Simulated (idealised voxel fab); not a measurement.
The following is a process module called voxel wiring stack.
The cross-section shown here is cut; it is 260 nm wide and divided into square cells measuring 5 nm on a side.
Cross-section = grid of square cells, listed top down in bands; band = one or more rows. Heights first: top, then bottom, in nm. Then materials, left to right, each with a width in nm. "all across" on a single material: fills the band edge to edge. "empty": empty space. Counting heights begins at 0, where everything beneath is, in the wafer as received, one material. The lowest band has no bottom; it goes on downwards, as "0 down" shows. It should be noted that a width expressed as "30 to 40" varies in equal increments from row to row of cells within the band, taking the value of the first number at the top row and that of the second number at the bottom row. You'll sometimes find "left unchanged" written for a step, and that's the way of saying that nowhere in the cross-section did a cell change during that step. In "Trapped void list" the enclosed voids are listed, meaning empty spaces of 8 cells or larger without any opening to the top. The form is width x height at distance, distance from the left edge, units nm. Where a step's line continues beyond its settings, the continuation is a remark by the simulator itself on that step. "overlay nm" denotes, for a step that has a mask, the displacement of the mask to the right of its planned place, with negative values corresponding to the left.

Plan:
1) RECEIVE [material Si]
2) CONFORMAL_DEP [material SiO2] [thk nm 10]
3) CONFORMAL_DEP [material SiN] [thk nm 5]
4) DIRECTIONAL_DEP [material lowk] [thk nm 20]
5) PATTERN [tone open] [mask id METAL_1] [material resist] [width nm 20] [pitch nm 40] [thk nm 15] [overlay nm 0]
6) DIRECTIONAL_ETCH [etch materials lowk] [depth nm 20]
7) DIRECTIONAL_ETCH [etch materials SiN] [depth nm 5]
8) STRIP [etch materials resist]
9) CONFORMAL_DEP [material TiN] [thk nm 5]
10) FILL_DEP [material Cu] [thk nm 10]
11) CMP [height nm 35]
12) EPI [material Ru] [thk nm 5]
13) FILL_DEP [material SiCN] [thk nm 5]
14) DIRECTIONAL_DEP [material SiO2] [thk nm 15]
15) MASKED_ETCH [tone open] [mask id PLUG_1] [width nm 15] [pitch nm 40] [etch materials SiO2] [depth nm 15] [overlay nm 0]
16) MASKED_ETCH [tone open] [mask id PLUG_1] [width nm 15] [pitch nm 40] [etch materials SiCN] [depth nm 5] [overlay nm 0]
17) EPI [material Ru] [thk nm 10]
18) EPI [material Ru] [thk nm 10]
19) CONFORMAL_DEP [material SiN] [thk nm 5]
20) DIRECTIONAL_DEP [material SiO2] [thk nm 25]
21) PATTERN [tone open] [mask id METAL_2] [material resist] [width nm 20] [pitch nm 40] [thk nm 15] [overlay nm 0]
22) DIRECTIONAL_ETCH [etch materials SiO2] [depth nm 25]
23) DIRECTIONAL_ETCH [etch materials SiN] [depth nm 5]
24) STRIP [etch materials resist]
25) CONFORMAL_DEP [material TiN] [thk nm 5]
26) FILL_DEP [material W] [thk nm 5]
27) CMP [height nm 90]
28) EPI [material Ru] [thk nm 5]
29) FILL_DEP [material SiCN] [thk nm 5]
30) DIRECTIONAL_DEP [material lowk] [thk nm 35]
31) MASKED_ETCH [tone open] [mask id METAL_3] [width nm 20] [pitch nm 40] [etch materials lowk] [depth nm 20] [overlay nm -15]
32) DIRECTIONAL_DEP [material aC] [thk nm 15]
33) PATTERN [tone open] [mask id METAL_3_HOLES] [material resist] [width nm 15] [pitch nm 80] [thk nm 35] [overlay nm 0]
34) DIRECTIONAL_ETCH [etch materials aC] [depth nm 15]
35) STRIP [etch materials resist]
36) DIRECTIONAL_ETCH [etch materials lowk] [depth nm 15]
37) DIRECTIONAL_ETCH [etch materials SiCN] [depth nm 5]
38) STRIP [etch materials aC]
39) CONFORMAL_DEP [material TiN] [thk nm 5]
40) FILL_DEP [material Ru] [thk nm 10]
41) CMP [height nm 135]
42) CONFORMAL_DEP [material SiCN] [thk nm 5]
The wafers are alike at the start. At step 31, their overlay nm differs. The plan lists the first wafer's value.

The first of several wafers, as received after step 1, seen in section:
* 0 down | Si all across
* Trapped void list: none

Here is how to read the rows: every wafer has a row, and it shows the wafer at the end of the module, giving for each material how many cells were gained (+) or lost (-) since the wafer was received, then listing its closed voids:
overlay nm -15, +32 Cu, +128 Ru, +198 SiCN, +72 SiN, +404 SiO2, +156 TiN, +40 W, +426 lowk, Trapped void list: none
overlay nm -10, +32 Cu, +124 Ru, +196 SiCN, +72 SiN, +404 SiO2, +162 TiN, +40 W, +426 lowk, Trapped void list: none
overlay nm -5, +32 Cu, +128 Ru, +194 SiCN, +72 SiN, +404 SiO2, +160 TiN, +40 W, +426 lowk, Trapped void list: none
overlay nm 0, +32 Cu, +128 Ru, +194 SiCN, +72 SiN, +404 SiO2, +160 TiN, +40 W, +426 lowk, Trapped void list: none
overlay nm 5, +32 Cu, +124 Ru, +196 SiCN, +72 SiN, +404 SiO2, +162 TiN, +40 W, +426 lowk, Trapped void list: none
overlay nm 10, +32 Cu, +128 Ru, +198 SiCN, +72 SiN, +404 SiO2, +156 TiN, +40 W, +426 lowk, Trapped void list: none
overlay nm 15, +32 Cu, +132 Ru, +200 SiCN, +72 SiN, +404 SiO2, +150 TiN, +40 W, +426 lowk, Trapped void list: none
